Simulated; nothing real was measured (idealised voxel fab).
The following process module bears the name voxel capacitor over wiring.
For reference, the cross-section in this document is cut, with width 170 nm and square cells of 5 nm.
Cross-section, as written here: a square-cell grid given band by band from the top down, where a band holds one or more rows of cells. Quick guide to a band line: top height, bottom height (nm) up front; then every material left to right with its width in nm. Only one material and it's marked "everywhere"? Then it fills the band edge to edge. And "blank" just means empty space. Where do heights start? At 0: under that level the wafer as delivered is made of one material only. And the lowest band has no floor; it just carries on downward, as in "0..down". Width "30 to 40": first value at the band's top row of cells, second value at its bottom row, equal change from row to row. For the purposes of this document, the phrase "identical to before" attached to a step denotes that no cell within the cross-section was modified by that step. Listed in "Closed void list": every empty space of 8 or more cells without an open way to the top. Form: width x height at distance, the distance being from the left edge, all in nm. On each step's line, the part that comes after the settings is the simulator's own comment on the step. Steps that use a mask can have "overlay nm" on their line. It says how far the mask sat to the right of where it was meant to be. Negative means to the left.
### The planned process steps are enumerated hereunder
1: RECEIVE: material Si
2: CONFORMAL_DEP: material SiO2, thk nm 15
3: CONFORMAL_DEP: material SiN, thk nm 5
4: DIRECTIONAL_DEP: material SiO2, thk nm 25
5: DIRECTIONAL_DEP: material aC, thk nm 15
6: PATTERN: tone open, mask id METAL_1, material resist, width nm 30, pitch nm 90, thk nm 30, overlay nm 0
7: DIRECTIONAL_ETCH: etch materials aC, depth nm 15
8: STRIP: etch materials resist
9: DIRECTIONAL_ETCH: etch materials SiO2, depth nm 25
10: DIRECTIONAL_ETCH: etch materials SiN, depth nm 5
11: STRIP: etch materials aC
12: CONFORMAL_DEP: material TiN, thk nm 5
13: FILL_DEP: material Cu, thk nm 10
14: CMP: height nm 45
15: CONFORMAL_DEP: material SiCN, thk nm 5
16: DIRECTIONAL_DEP: material SiO2, thk nm 15
17: PATTERN: tone open, mask id PLUG_1, material resist, width nm 15, thk nm 20, overlay nm 0
18: DIRECTIONAL_ETCH: etch materials SiO2, depth nm 15
19: DIRECTIONAL_ETCH: etch materials SiCN, depth nm 5
20: STRIP: etch materials resist
21: CONFORMAL_DEP: material TiN, thk nm 5
22: FILL_DEP: material W, thk nm 5
23: CMP: height nm 65
24: DIRECTIONAL_DEP: material TiN, thk nm 5
25: DIRECTIONAL_DEP: material SiN, thk nm 5
26: DIRECTIONAL_DEP: material TiN, thk nm 5
27: MASKED_ETCH: tone cover, mask id UPPER_PLATE, width nm 65, etch materials TiN, depth nm 5, overlay nm 0
28: MASKED_ETCH: tone cover, mask id UPPER_PLATE, width nm 65, etch materials SiN, depth nm 5, overlay nm 0
29: DIRECTIONAL_DEP: material aC, thk nm 15
30: PATTERN: tone cover, mask id LOWER_PLATE, material resist, width nm 75, thk nm 35, overlay nm 0
31: DIRECTIONAL_ETCH: etch materials aC, depth nm 15
32: STRIP: etch materials resist
33: DIRECTIONAL_ETCH: etch materials TiN, depth nm 5
34: STRIP: etch materials aC
35: FILL_DEP: material SiO2, thk nm 15
36: CMP: height nm 90
37: MASKED_ETCH: tone open, mask id PLUG_2, width nm 15, etch materials SiO2, depth nm 5, overlay nm 0
38: CONFORMAL_DEP: material TiN, thk nm 5
39: FILL_DEP: material Cu, thk nm 5
40: CMP: height nm 90
41: CONFORMAL_DEP: material SiCN, thk nm 5
It is noted that the wafers described herein are identical at the outset and are distinguished by the depth nm of step 37; the value stated in the plan corresponds to the first wafer.
### The first of several wafers, as received after step 1, seen in section
* 0..down: Si everywhere
* Closed void list: none
### End of module: cross-section of the first of several wafers after step 41, the last step
* 95..90: SiCN everywhere
* 90..85: SiO2 50, then TiN 15, then SiO2 105
* 85..80: SiO2 everywhere
* 80..75: SiO2 40, then TiN 65, then SiO2 65
* 75..70: SiO2 40, then SiN 65, then SiO2 65
* 70..65: SiO2 35, then TiN 75, then SiO2 60
* 65..50: SiO2 40, then TiN 5, then W 5, then TiN 5, then SiO2 115
* 50..45: SiCN 40, then TiN 15, then SiCN 115
* 45..20: SiO2 25, then TiN 5, then Cu 20, then TiN 5, then SiO2 60, then TiN 5, then Cu 20, then TiN 5, then SiO2 25
* 20..15: SiN 25, then TiN 30, then SiN 60, then TiN 30, then SiN 25
* 15..0: SiO2 everywhere
* 0..down: Si everywhere
* Closed void list: none
### Cross-sectional depiction of the last of several wafers upon completion of the module
* 95..90: SiCN everywhere
* 90..85: SiO2 50, then TiN 5, then Cu 5, then TiN 5, then SiO2 105
* 85..75: SiO2 50 to 40, then TiN 15 to 65, then SiO2 105 to 65
* 75..70: SiO2 40, then SiN 65, then SiO2 65
* 70..65: SiO2 35, then TiN 75, then SiO2 60
* 65..50: SiO2 40, then TiN 5, then W 5, then TiN 5, then SiO2 115
* 50..45: SiCN 40, then TiN 15, then SiCN 115
* 45..20: SiO2 25, then TiN 5, then Cu 20, then TiN 5, then SiO2 60, then TiN 5, then Cu 20, then TiN 5, then SiO2 25
* 20..15: SiN 25, then TiN 30, then SiN 60, then TiN 30, then SiN 25
* 15..0: SiO2 everywhere
* 0..down: Si everywhere
* Closed void list: none
### Rows = wafers. At module end, each row lists per material the cells gained (+) or lost (-) since the wafer was received, then the closed voids
depth nm 5, +40 Cu, +65 SiCN, +35 SiN, +431 SiO2, +72 TiN, +3 W, Closed void list: none
depth nm 10, +41 Cu, +65 SiCN, +35 SiN, +428 SiO2, +74 TiN, +3 W, Closed void list: none
depth nm 15, +41 Cu, +65 SiCN, +35 SiN, +428 SiO2, +74 TiN, +3 W, Closed void list: none
depth nm 20, +41 Cu, +65 SiCN, +35 SiN, +428 SiO2, +74 TiN, +3 W, Closed void list: none
depth nm 25, +41 Cu, +65 SiCN, +35 SiN, +428 SiO2, +74 TiN, +3 W, Closed void list: none
